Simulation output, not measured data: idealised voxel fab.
process module | voxel self aligned vias
cross-section cut | 235 nm wide | cells 5 nm
A cross-section is a grid of square cells, given in bands from the top down. A band is one or more rows of cells.
Each band's line starts with the height of the band's top and of its bottom, in nm. Then come its materials from left to right, each with its width in nm. One material with "throughout" fills the band from edge to edge. "air" is empty space.
Height 0 is the level under which the wafer as received is all one material. The lowest band goes on downwards, as in "0 down".
A width such as "30 to 40" changes by the same amount from each row of cells to the next, from the band's top row to its bottom row.
"no change" after a step means that no cell of the cross-section changed.
closed voids: empty space of 8 cells or more with no open way to the top, each as width x height at its distance from the left edge, in nm
after a step's settings: what the simulator itself notes on the step
overlay nm, on a step with a mask: how far to the right of its planned place the mask lay; to the left if negative
plan
1 op RECEIVE | material Si
2 op CONFORMAL_DEP | material SiO2 | thk nm 10
3 op CONFORMAL_DEP | material SiCN | thk nm 5
4 op DIRECTIONAL_DEP | material SiO2 | thk nm 20
5 op PATTERN | tone open | mask id LINES | material resist | width nm 30 | pitch nm 70 | thk nm 20 | overlay nm 0
6 op DIRECTIONAL_ETCH | etch materials SiO2 | depth nm 20
7 op STRIP | etch materials resist
8 op CONFORMAL_DEP | material TiN | thk nm 5
9 op FILL_DEP | material Ru | thk nm 5
10 op CMP | height nm 35
11 op SELECTIVE_ETCH | etch materials W Ru TiN | depth nm 10
12 op FILL_DEP | material SiN | thk nm 5
13 op CMP | height nm 35
14 op DIRECTIONAL_DEP | material SiO2 | thk nm 15
15 op DIRECTIONAL_DEP | material aC | thk nm 15
16 op PATTERN | tone open | mask id VIAS | material resist | width nm 50 | pitch nm 70 | thk nm 35 | overlay nm 0
17 op DIRECTIONAL_ETCH | etch materials aC | depth nm 15
18 op STRIP | etch materials resist
19 op DIRECTIONAL_ETCH | etch materials SiO2 | depth nm 15
20 op DIRECTIONAL_ETCH | etch materials SiN | depth nm 10
21 op STRIP | etch materials aC
22 op CONFORMAL_DEP | material TiN | thk nm 5
23 op FILL_DEP | material W | thk nm 5
24 op CMP | height nm 50
25 op CONFORMAL_DEP | material SiCN | thk nm 5
as received, after step 1
  0 down: Si throughout
  closed voids: none
first wafer at the end, as planned
  55 to 50: SiCN throughout
  50 to 40: SiO2 20 | TiN 5 | W 40 | TiN 5 | SiO2 20 | TiN 5 | W 40 | TiN 5 | SiO2 20 | TiN 5 | W 40 | TiN 5 | SiO2 25
  40 to 30: SiO2 20 to 30 | TiN 15 to 5 | W 20 | TiN 15 to 5 | SiO2 20 to 40 | TiN 15 to 5 | W 20 | TiN 15 to 5 | SiO2 20 to 40 | TiN 15 to 5 | W 20 | TiN 15 to 5 | SiO2 25 to 35
  30 to 25: SiO2 30 | TiN 30 | SiO2 40 | TiN 30 | SiO2 40 | TiN 30 | SiO2 35
  25 to 20: SiO2 30 | TiN 5 | Ru 20 | TiN 5 | SiO2 40 | TiN 5 | Ru 20 | TiN 5 | SiO2 40 | TiN 5 | Ru 20 | TiN 5 | SiO2 35
  20 to 15: SiO2 30 | TiN 30 | SiO2 40 | TiN 30 | SiO2 40 | TiN 30 | SiO2 35
  15 to 10: SiCN throughout
  10 to 0: SiO2 throughout
  0 down: Si throughout
  closed voids: none
second wafer at the end: like start, like plan, one mistake
  55 to 50: SiCN throughout
  50 to 40: W 15 | TiN 5 | SiO2 50 | TiN 5 | W 10 | TiN 5 | SiO2 50 | TiN 5 | W 10 | TiN 5 | SiO2 50 | TiN 5 | W 20
  40 to 35: TiN 20 | SiO2 50 | TiN 20 | SiO2 50 | TiN 20 | SiO2 50 | TiN 25
  35 to 25: SiO2 30 | SiN 30 | SiO2 40 | SiN 30 | SiO2 40 | SiN 30 | SiO2 35
  25 to 20: SiO2 30 | TiN 5 | Ru 20 | TiN 5 | SiO2 40 | TiN 5 | Ru 20 | TiN 5 | SiO2 40 | TiN 5 | Ru 20 | TiN 5 | SiO2 35
  20 to 15: SiO2 30 | TiN 30 | SiO2 40 | TiN 30 | SiO2 40 | TiN 30 | SiO2 35
  15 to 10: SiCN throughout
  10 to 0: SiO2 throughout
  0 down: Si throughout
  closed voids: none
what went wrong: step 16 ran as: op PATTERN | tone cover | mask id VIAS | material resist | width nm 50 | pitch nm 70 | thk nm 35 | overlay nm 0
at the end the second wafer has, in cells: 36 more of SiN | 39 more of SiO2 | 25 fewer of TiN | 50 fewer of W
